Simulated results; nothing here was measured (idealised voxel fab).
Herein follows the process module entitled voxel self aligned contacts.
The figure presents cross-section cut, which has a width of 200 nm and is divided into square cells with an edge length of 5 nm.
In what follows, cross-sections appear as grids of square cells, described through bands that run from the top down, where every band is one or more rows of cells.
Heads up on the band format: heights come first, top then bottom, in nm. After that it's the materials left to right, each with its width in nm. A single material flagged "full width" fills the whole band edge to edge, and "blank" means there's empty space there.
Basically, 0 is our baseline, since under it the wafer straight out of the box is all one material. The bottom band has no lower end and keeps on going down, so it looks like "top 0, no bottom".
Quick explanation for "30..40": the width changes in equal steps down the rows of cells, from the first number in the band's top row to the second number in its bottom row.
"remains unaltered" after a step means that no cell of the cross-section changed.
"Sealed voids" contains a list of empty spaces, each no smaller than 8 cells and without an open way to the top, written in the form width x height at distance with the distance from the left edge and all three in nm.
On a step's line, text after the settings is the simulator commenting on that step.
You can add "overlay nm" to a step's line. For a step with a mask, it describes how far the mask lay to the right of its planned position, and a negative number describes a lay to the left.
The process steps that were planned are listed below
- 1: RECEIVE: material Si
- 2: OXIDIZE: depth nm 5
- 3: DIRECTIONAL_DEP: material polySi, thk nm 30
- 4: DIRECTIONAL_DEP: material SiN, thk nm 25
- 5: MASKED_ETCH: tone cover, mask id GATE, width nm 25, pitch nm 60, etch materials SiN, depth nm 25, overlay nm 0
- 6: MASKED_ETCH: tone cover, mask id GATE, width nm 25, pitch nm 60, etch materials polySi, depth nm 30, overlay nm 0
- 7: CONFORMAL_DEP: material SiN, thk nm 10
- 8: DIRECTIONAL_ETCH: etch materials SiN, depth nm 10
- 9: FILL_DEP: material SiO2, thk nm 15
- 10: CMP: height nm 65
- 11: MASKED_ETCH: tone open, mask id CONTACT, width nm 45, pitch nm 60, etch materials SiO2, depth nm 70, overlay nm 0
- 12: CONFORMAL_DEP: material TiN, thk nm 5
- 13: FILL_DEP: material W, thk nm 10
- 14: CMP: height nm 65
- 15: CONFORMAL_DEP: material SiCN, thk nm 5
Cross-section of the incoming wafer, state after step 1
> top 0, no bottom | Si full width
> Sealed voids: none
Starting wafer: above. Plan: above. Run: one mistake. Cross-section after the module: below
> top 70, bottom 65 | SiCN full width
> top 65, bottom 55 | 45 SiO2  5..20 TiN  35..5 W  5..20 TiN  15 SiO2  5..20 TiN  35..5 W  5..20 TiN  50 SiO2
> top 55, bottom 30 | 15 SiO2  10 SiN  25 polySi  10 SiN  5 TiN  5 W  5 TiN  10 SiN  25 polySi  10 SiN  5 TiN  5 W  5 TiN  10 SiN  25 polySi  10 SiN  20 SiO2
> top 30, bottom 25 | 15 SiO2  10 SiN  25 polySi  10 SiN  15 TiN  10 SiN  25 polySi  10 SiN  15 TiN  10 SiN  25 polySi  10 SiN  20 SiO2
> top 25, bottom 0 | SiN full width
> top 0, bottom -5 | SiO2 full width
> top -5, no bottom | Si full width
> Sealed voids: none
what went wrong: ran 3 and 4 in swapped order versus the plan
